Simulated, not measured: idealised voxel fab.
You're looking at the process module voxel tone inversion.
285 nm wide, 5 nm square cells: that's cross-section cut.
In this document a cross-section is written as a grid of square cells. It is given as a series of bands, listed from the top down, and a band is one or more rows of cells. The entry gives the band's vertical extent as a top height and a bottom height in nm, then its horizontal make-up as materials from left to right, each with a width in nm. "blank" stands for empty space; a single material marked "all across" fills the band edge to edge. Ref level 0: as-received wafer is one material below here. Bottom band extends down with no lower bound ("0..down"). The expression "30..40" gives the width at the extremes of the band, the first number at its top row of cells and the second at its bottom row, with the width changing by equal amounts from each row to the next in between. Step marked "nothing got changed"? Then no cell in the cross-section changed in it. "Closed internal cavities" specifies each empty space that is not open to the top and that occupies no fewer than 8 cells, using the form width x height at distance, the distance measured from the left edge and all three quantities in nm. Heads up: the bit after the settings on a step's line is the simulator's remark on that step. overlay nm: how far to the right of its planned place the mask lay on this masked step (negative: to the left). Structure of the following material. The material consists of pairs of cross-sections. Each pair comprises the cross-section before one process step and the cross-section after that step, the latter shown only down to the lowest band that changed. The step between the cross-sections is specified beneath each pair, including its settings. Pairs are not necessarily consecutive: they may derive from different runs of this module performed on the same starting wafer. Continuity with the pair above is to be assumed only where the entry headed "Pre-step view" of the pair in question states it.
Pre-step view
* 0..down | Si all across
* Closed internal cavities: none
Post-Step Snapshot
* 10..0 | SiN all across
* Under 0: no change, same as before.
* Closed internal cavities: none
Step between the pre-process and post-process cross-sections given above: op CONFORMAL_DEP | material SiN | thk nm 10
Pre-step view: The initial state for this step is given by the after cross-section of the immediately preceding pair.
Post-Step Snapshot
* 25..10 | aC all across
* Under 10: no change, same as before.
* Closed internal cavities: none
Step between the pre-process and post-process cross-sections given above: op DIRECTIONAL_DEP | material aC | thk nm 15
Pre-step view: The initial state for this step is given by the after cross-section of the immediately preceding pair.
Post-Step Snapshot
* 45..25 | blank 110 nm; resist 20 nm; blank 25 nm; resist 20 nm; blank 110 nm
* Under 25: no change, same as before.
* Closed internal cavities: none
Step between the pre-process and post-process cross-sections given above: op PATTERN | tone cover | mask id POSTS | material resist | width nm 20 | pitch nm 45 | thk nm 20 | overlay nm 0
Pre-step view: The initial state for this step is given by the after cross-section of the immediately preceding pair.
Post-Step Snapshot
* 30..25 | blank 110 nm; resist 20 nm; blank 25 nm; resist 20 nm; blank 110 nm
* 25..10 | blank 110 nm; aC 20 nm; blank 25 nm; aC 20 nm; blank 110 nm
* Under 10: no change, same as before.
* Closed internal cavities: none
Step between the pre-process and post-process cross-sections given above: op DIRECTIONAL_ETCH | etch materials aC | depth nm 15
Pre-step view: The initial state for this step is given by the after cross-section of the immediately preceding pair.
Post-Step Snapshot
* 25..10 | blank 110 nm; aC 20 nm; blank 25 nm; aC 20 nm; blank 110 nm
* Under 10: no change, same as before.
* Closed internal cavities: none
Step between the pre-process and post-process cross-sections given above: op STRIP | etch materials resist
Pre-step view: The initial state for this step is given by the after cross-section of the immediately preceding pair.
Post-Step Snapshot
* 35..25 | SiO2 all across
* 25..10 | SiO2 110 nm; aC 20 nm; SiO2 25 nm; aC 20 nm; SiO2 110 nm
* Under 10: no change, same as before.
* Closed internal cavities: none
Step between the pre-process and post-process cross-sections given above: op FILL_DEP | material SiO2 | thk nm 10
Pre-step view: The initial state for this step is given by the after cross-section of the immediately preceding pair.
Post-Step Snapshot
* 25..10 | SiO2 110 nm; aC 20 nm; SiO2 25 nm; aC 20 nm; SiO2 110 nm
* Under 10: no change, same as before.
* Closed internal cavities: none
Step between the pre-process and post-process cross-sections given above: op CMP | height nm 25
Pre-step view: The initial state for this step is given by the after cross-section of the immediately preceding pair.
Post-Step Snapshot
* 25..10 | SiO2 110 nm; blank 20 nm; SiO2 25 nm; blank 20 nm; SiO2 110 nm
* Under 10: no change, same as before.
* Closed internal cavities: none
Step between the pre-process and post-process cross-sections given above: op STRIP | etch materials aC
Pre-step view
* 0..down | Si all across
* Closed internal cavities: none
Post-Step Snapshot
* 15..0 | aC all across
* Under 0: no change, same as before.
* Closed internal cavities: none
Step between the pre-process and post-process cross-sections given above: op DIRECTIONAL_DEP | material aC | thk nm 15
Pre-step view: The initial state for this step is given by the after cross-section of the immediately preceding pair.
Post-Step Snapshot
* 35..15 | blank 110 nm; resist 20 nm; blank 25 nm; resist 20 nm; blank 110 nm
* Under 15: no change, same as before.
* Closed internal cavities: none
Step between the pre-process and post-process cross-sections given above: op PATTERN | tone cover | mask id POSTS | material resist | width nm 20 | pitch nm 45 | thk nm 20 | overlay nm 0
Pre-step view: The initial state for this step is given by the after cross-section of the immediately preceding pair.
Post-Step Snapshot
* 20..15 | blank 110 nm; resist 20 nm; blank 25 nm; resist 20 nm; blank 110 nm
* 15..0 | blank 110 nm; aC 20 nm; blank 25 nm; aC 20 nm; blank 110 nm
* Under 0: no change, same as before.
* Closed internal cavities: none
Step between the pre-process and post-process cross-sections given above: op DIRECTIONAL_ETCH | etch materials aC | depth nm 15
Pre-step view: The initial state for this step is given by the after cross-section of the immediately preceding pair.
Post-Step Snapshot
* 15..0 | blank 110 nm; aC 20 nm; blank 25 nm; aC 20 nm; blank 110 nm
* Under 0: no change, same as before.
* Closed internal cavities: none
Step between the pre-process and post-process cross-sections given above: op STRIP | etch materials resist
Pre-step view: The initial state for this step is given by the after cross-section of the immediately preceding pair.
Post-Step Snapshot
* 25..15 | SiO2 all across
* 15..0 | SiO2 110 nm; aC 20 nm; SiO2 25 nm; aC 20 nm; SiO2 110 nm
* Under 0: no change, same as before.
* Closed internal cavities: none
Step between the pre-process and post-process cross-sections given above: op FILL_DEP | material SiO2 | thk nm 10
Pre-step view
* 15..0 | aC all across
* 0..down | Si all across
* Closed internal cavities: none
Post-Step Snapshot
* 25..15 | SiN all across
* Under 15: no change, same as before.
* Closed internal cavities: none
Step between the pre-process and post-process cross-sections given above: op CONFORMAL_DEP | material SiN | thk nm 10
Pre-step view: The initial state for this step is given by the after cross-section of the immediately preceding pair.
Post-Step Snapshot
* 45..25 | blank 110 nm; resist 20 nm; blank 25 nm; resist 20 nm; blank 110 nm
* Under 25: no change, same as before.
* Closed internal cavities: none
Step between the pre-process and post-process cross-sections given above: op PATTERN | tone cover | mask id POSTS | material resist | width nm 20 | pitch nm 45 | thk nm 20 | overlay nm 0
Pre-step view: The initial state for this step is given by the after cross-section of the immediately preceding pair.
Post-Step Snapshot
* 30..25 | blank 110 nm; resist 20 nm; blank 25 nm; resist 20 nm; blank 110 nm
* Under 25: no change, same as before.
* Closed internal cavities: none
Step between the pre-process and post-process cross-sections given above: op DIRECTIONAL_ETCH | etch materials aC | depth nm 15
Pre-step view: The initial state for this step is given by the after cross-section of the immediately preceding pair.
Post-Step Snapshot
* 25..15 | SiN all across
* Under 15: no change, same as before.
* Closed internal cavities: none
Step between the pre-process and post-process cross-sections given above: op STRIP | etch materials resist
Pre-step view: The initial state for this step is given by the after cross-section of the immediately preceding pair.
Post-Step Snapshot
* 35..25 | SiO2 all across
* Under 25: no change, same as before.
* Closed internal cavities: none
Step between the pre-process and post-process cross-sections given above: op FILL_DEP | material SiO2 | thk nm 10
Pre-step view: The initial state for this step is given by the after cross-section of the immediately preceding pair.
Post-Step Snapshot
* 25..15 | SiN all across
* Under 15: no change, same as before.
* Closed internal cavities: none
Step between the pre-process and post-process cross-sections given above: op CMP | height nm 25
Pre-step view
* 35..25 | SiO2 all across
* 25..10 | SiO2 110 nm; aC 20 nm; SiO2 25 nm; aC 20 nm; SiO2 110 nm
* 10..0 | SiN all across
* 0..down | Si all across
* Closed internal cavities: none
Post-Step Snapshot
* 15..10 | SiO2 110 nm; aC 20 nm; SiO2 25 nm; aC 20 nm; SiO2 110 nm
* Under 10: no change, same as before.
* Closed internal cavities: none
Step between the pre-process and post-process cross-sections given above: op CMP | height nm 15
Pre-step view: The initial state for this step is given by the after cross-section of the immediately preceding pair.
Post-Step Snapshot
* 15..10 | SiO2 110 nm; blank 20 nm; SiO2 25 nm; blank 20 nm; SiO2 110 nm
* Under 10: no change, same as before.
* Closed internal cavities: none
Step between the pre-process and post-process cross-sections given above: op STRIP | etch materials aC
Pre-step view
* 25..10 | aC all across
* 10..0 | SiN all across
* 0..down | Si all across
* Closed internal cavities: none
Post-Step Snapshot
* 45..25 | blank 115 nm; resist 15 nm; blank 30 nm; resist 15 nm; blank 110 nm
* Under 25: no change, same as before.
* Closed internal cavities: none
Step between the pre-process and post-process cross-sections given above: op PATTERN | tone cover | mask id POSTS | material resist | width nm 15 | pitch nm 45 | thk nm 20 | overlay nm 0
Pre-step view: The initial state for this step is given by the after cross-section of the immediately preceding pair.
Post-Step Snapshot
* 30..25 | blank 115 nm; resist 15 nm; blank 30 nm; resist 15 nm; blank 110 nm
* 25..10 | blank 115 nm; aC 15 nm; blank 30 nm; aC 15 nm; blank 110 nm
* Under 10: no change, same as before.
* Closed internal cavities: none
Step between the pre-process and post-process cross-sections given above: op DIRECTIONAL_ETCH | etch materials aC | depth nm 15
Pre-step view: The initial state for this step is given by the after cross-section of the immediately preceding pair.
Post-Step Snapshot
* 25..10 | blank 115 nm; aC 15 nm; blank 30 nm; aC 15 nm; blank 110 nm
* Under 10: no change, same as before.
* Closed internal cavities: none
Step between the pre-process and post-process cross-sections given above: op STRIP | etch materials resist
Pre-step view: The initial state for this step is given by the after cross-section of the immediately preceding pair.
Post-Step Snapshot
* 35..25 | SiO2 all across
* 25..10 | SiO2 115 nm; aC 15 nm; SiO2 30 nm; aC 15 nm; SiO2 110 nm
* Under 10: no change, same as before.
* Closed internal cavities: none
Step between the pre-process and post-process cross-sections given above: op FILL_DEP | material SiO2 | thk nm 10
Pre-step view: The initial state for this step is given by the after cross-section of the immediately preceding pair.
Post-Step Snapshot
* 25..10 | SiO2 115 nm; aC 15 nm; SiO2 30 nm; aC 15 nm; SiO2 110 nm
* Under 10: no change, same as before.
* Closed internal cavities: none
Step between the pre-process and post-process cross-sections given above: op CMP | height nm 25
Pre-step view: The initial state for this step is given by the after cross-section of the immediately preceding pair.
Post-Step Snapshot
* 25..10 | SiO2 115 nm; blank 15 nm; SiO2 30 nm; blank 15 nm; SiO2 110 nm
* Under 10: no change, same as before.
* Closed internal cavities: none
Step between the pre-process and post-process cross-sections given above: op STRIP | etch materials aC
Pre-step view
* 25..10 | aC all across
* 10..0 | SiN all across
* 0..down | Si all across
* Closed internal cavities: none
Post-Step Snapshot
* 45..25 | blank 115 nm; resist 20 nm; blank 25 nm; resist 20 nm; blank 105 nm
* Under 25: no change, same as before.
* Closed internal cavities: none
Step between the pre-process and post-process cross-sections given above: op PATTERN | tone cover | mask id POSTS | material resist | width nm 20 | pitch nm 45 | thk nm 20 | overlay nm 5
Pre-step view: The initial state for this step is given by the after cross-section of the immediately preceding pair.
Post-Step Snapshot
* 30..25 | blank 115 nm; resist 20 nm; blank 25 nm; resist 20 nm; blank 105 nm
* 25..10 | blank 115 nm; aC 20 nm; blank 25 nm; aC 20 nm; blank 105 nm
* Under 10: no change, same as before.
* Closed internal cavities: none
Step between the pre-process and post-process cross-sections given above: op DIRECTIONAL_ETCH | etch materials aC | depth nm 15
Pre-step view: The initial state for this step is given by the after cross-section of the immediately preceding pair.
Post-Step Snapshot
* 25..10 | blank 115 nm; aC 20 nm; blank 25 nm; aC 20 nm; blank 105 nm
* Under 10: no change, same as before.
* Closed internal cavities: none
Step between the pre-process and post-process cross-sections given above: op STRIP | etch materials resist
Pre-step view: The initial state for this step is given by the after cross-section of the immediately preceding pair.
Post-Step Snapshot
* 35..25 | SiO2 all across
* 25..10 | SiO2 115 nm; aC 20 nm; SiO2 25 nm; aC 20 nm; SiO2 105 nm
* Under 10: no change, same as before.
* Closed internal cavities: none
Step between the pre-process and post-process cross-sections given above: op FILL_DEP | material SiO2 | thk nm 10
Pre-step view: The initial state for this step is given by the after cross-section of the immediately preceding pair.
Post-Step Snapshot
* 25..10 | SiO2 115 nm; aC 20 nm; SiO2 25 nm; aC 20 nm; SiO2 105 nm
* Under 10: no change, same as before.
* Closed internal cavities: none
Step between the pre-process and post-process cross-sections given above: op CMP | height nm 25
Pre-step view: The initial state for this step is given by the after cross-section of the immediately preceding pair.
Post-Step Snapshot
* 25..10 | SiO2 115 nm; blank 20 nm; SiO2 25 nm; blank 20 nm; SiO2 105 nm
* Under 10: no change, same as before.
* Closed internal cavities: none
Step between the pre-process and post-process cross-sections given above: op STRIP | etch materials aC
Pre-step view
* 10..0 | SiN all across
* 0..down | Si all across
* Closed internal cavities: none
Post-Step Snapshot
* 25..0 | SiN all across
* Under 0: no change, same as before.
* Closed internal cavities: none
Step between the pre-process and post-process cross-sections given above: op DIRECTIONAL_DEP | material SiN | thk nm 15
Pre-step view: The initial state for this step is given by the after cross-section of the immediately preceding pair.
Post-Step Snapshot
* 45..25 | blank 110 nm; resist 20 nm; blank 25 nm; resist 20 nm; blank 110 nm
* Under 25: no change, same as before.
* Closed internal cavities: none
Step between the pre-process and post-process cross-sections given above: op PATTERN | tone cover | mask id POSTS | material resist | width nm 20 | pitch nm 45 | thk nm 20 | overlay nm 0
Pre-step view: The initial state for this step is given by the after cross-section of the immediately preceding pair.
Post-Step Snapshot
* 30..25 | blank 110 nm; resist 20 nm; blank 25 nm; resist 20 nm; blank 110 nm
* Under 25: no change, same as before.
* Closed internal cavities: none
Step between the pre-process and post-process cross-sections given above: op DIRECTIONAL_ETCH | etch materials aC | depth nm 15
Pre-step view: The initial state for this step is given by the after cross-section of the immediately preceding pair.
Post-Step Snapshot
* 25..0 | SiN all across
* Under 0: no change, same as before.
* Closed internal cavities: none
Step between the pre-process and post-process cross-sections given above: op STRIP | etch materials resist
Pre-step view: The initial state for this step is given by the after cross-section of the immediately preceding pair.
Post-Step Snapshot
* 35..25 | SiO2 all across
* Under 25: no change, same as before.
* Closed internal cavities: none
Step between the pre-process and post-process cross-sections given above: op FILL_DEP | material SiO2 | thk nm 10
Pre-step view: The initial state for this step is given by the after cross-section of the immediately preceding pair.
Post-Step Snapshot
* 25..0 | SiN all across
* Under 0: no change, same as before.
* Closed internal cavities: none
Step between the pre-process and post-process cross-sections given above: op CMP | height nm 25
Pre-step view
* 25..10 | aC all across
* 10..0 | SiN all across
* 0..down | Si all across
* Closed internal cavities: none
Post-Step Snapshot
* 45..25 | resist 110 nm; blank 20 nm; resist 25 nm; blank 20 nm; resist 110 nm
* Under 25: no change, same as before.
* Closed internal cavities: none
Step between the pre-process and post-process cross-sections given above: op PATTERN | tone open | mask id POSTS | material resist | width nm 20 | pitch nm 45 | thk nm 20 | overlay nm 0
Pre-step view: The initial state for this step is given by the after cross-section of the immediately preceding pair.
Post-Step Snapshot
* 30..25 | resist 110 nm; blank 20 nm; resist 25 nm; blank 20 nm; resist 110 nm
* 25..10 | aC 110 nm; blank 20 nm; aC 25 nm; blank 20 nm; aC 110 nm
* Under 10: no change, same as before.
* Closed internal cavities: none
Step between the pre-process and post-process cross-sections given above: op DIRECTIONAL_ETCH | etch materials aC | depth nm 15
Pre-step view: The initial state for this step is given by the after cross-section of the immediately preceding pair.
Post-Step Snapshot
* 25..10 | aC 110 nm; blank 20 nm; aC 25 nm; blank 20 nm; aC 110 nm
* Under 10: no change, same as before.
* Closed internal cavities: none
Step between the pre-process and post-process cross-sections given above: op STRIP | etch materials resist
Pre-step view: The initial state for this step is given by the after cross-section of the immediately preceding pair.
Post-Step Snapshot
* 35..25 | SiO2 all across
* 25..10 | aC 110 nm; SiO2 20 nm; aC 25 nm; SiO2 20 nm; aC 110 nm
* Under 10: no change, same as before.
* Closed internal cavities: none
Step between the pre-process and post-process cross-sections given above: op FILL_DEP | material SiO2 | thk nm 10
Pre-step view: The initial state for this step is given by the after cross-section of the immediately preceding pair.
Post-Step Snapshot
* 25..10 | aC 110 nm; SiO2 20 nm; aC 25 nm; SiO2 20 nm; aC 110 nm
* Under 10: no change, same as before.
* Closed internal cavities: none
Step between the pre-process and post-process cross-sections given above: op CMP | height nm 25
Pre-step view: The initial state for this step is given by the after cross-section of the immediately preceding pair.
Post-Step Snapshot
* 25..10 | blank 110 nm; SiO2 20 nm; blank 25 nm; SiO2 20 nm; blank 110 nm
* Under 10: no change, same as before.
* Closed internal cavities: none
Step between the pre-process and post-process cross-sections given above: op STRIP | etch materials aC
